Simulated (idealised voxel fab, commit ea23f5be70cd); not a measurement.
The document below concerns the process module designated voxel plated lines.
The cross-section on display is named cut; it measures 230 nm wide, and its cells are 5 nm squares.
Cross-section format: a grid of square cells, given as bands from top to bottom; each band is one or more rows of cells. It is stipulated that each band's entry specify, in nanometres, the height of the top of the band and then that of its bottom, followed by the materials of the band in left-to-right sequence, each together with its width in nanometres. A single material marked by the word "edge to edge" is understood to fill the band from edge to edge; the word "empty" is understood to denote empty space. Heights are reckoned from 0. Under this level, the received wafer is all of one material. The bottommost band is open-ended downward, for example "0 and below". The notation "30..40" denotes a width that varies across the rows of cells in the band, beginning at the first number in the top row, finishing at the second number in the bottom row, and changing by an identical amount from each row to the next. You'll sometimes find "remained unchanged" written for a step, and that's the way of saying that nowhere in the cross-section did a cell change during that step. What "Closed void listing" gives you is every empty space of 8 cells or more that is cut off from the top. Each appears as width x height at distance, with the distance taken from the left edge and width, height and distance all in nm. Where a step's line continues beyond its settings, the continuation is a remark by the simulator itself on that step. overlay nm: on a step with a mask, how far right of its planned place the mask lay; negative means left.
# Process steps - plan
1 op RECEIVE | material Si
2 op CONFORMAL_DEP | material SiN | thk nm 5
3 op DIRECTIONAL_DEP | material TiN | thk nm 5
4 op PATTERN | tone open | mask id LINES | material resist | width nm 20 | pitch nm 50 | thk nm 25 | overlay nm 0
5 op EPI | material Ru | thk nm 10
6 op EPI | material Ru | thk nm 5
7 op STRIP | etch materials resist
8 op DIRECTIONAL_ETCH | etch materials TiN | depth nm 5
9 op CONFORMAL_DEP | material SiCN | thk nm 10
# as received, after step 1
0 and below  Si edge to edge
Closed void listing: none
# Cross-section, end of module. Start: as above. Plan: as above. Execution: one mistake
35 down to 25  empty=80 / SiCN=40 / empty=10 / SiCN=40 / empty=60
25 down to 15  empty=80 / SiCN=10 / Ru=20 / SiCN=10 / empty=10 / SiCN=10 / Ru=20 / SiCN=10 / empty=60
15 down to 10  SiCN=90 / Ru=20 / SiCN=30 / Ru=20 / SiCN=70
10 down to 5  SiCN=90 / TiN=20 / SiCN=30 / TiN=20 / SiCN=70
5 down to 0  SiN edge to edge
0 and below  Si edge to edge
Closed void listing: none
Deviation from plan: step 4 ran as: op PATTERN | tone open | mask id LINES | material resist | width nm 20 | pitch nm 50 | thk nm 25 | overlay nm 10
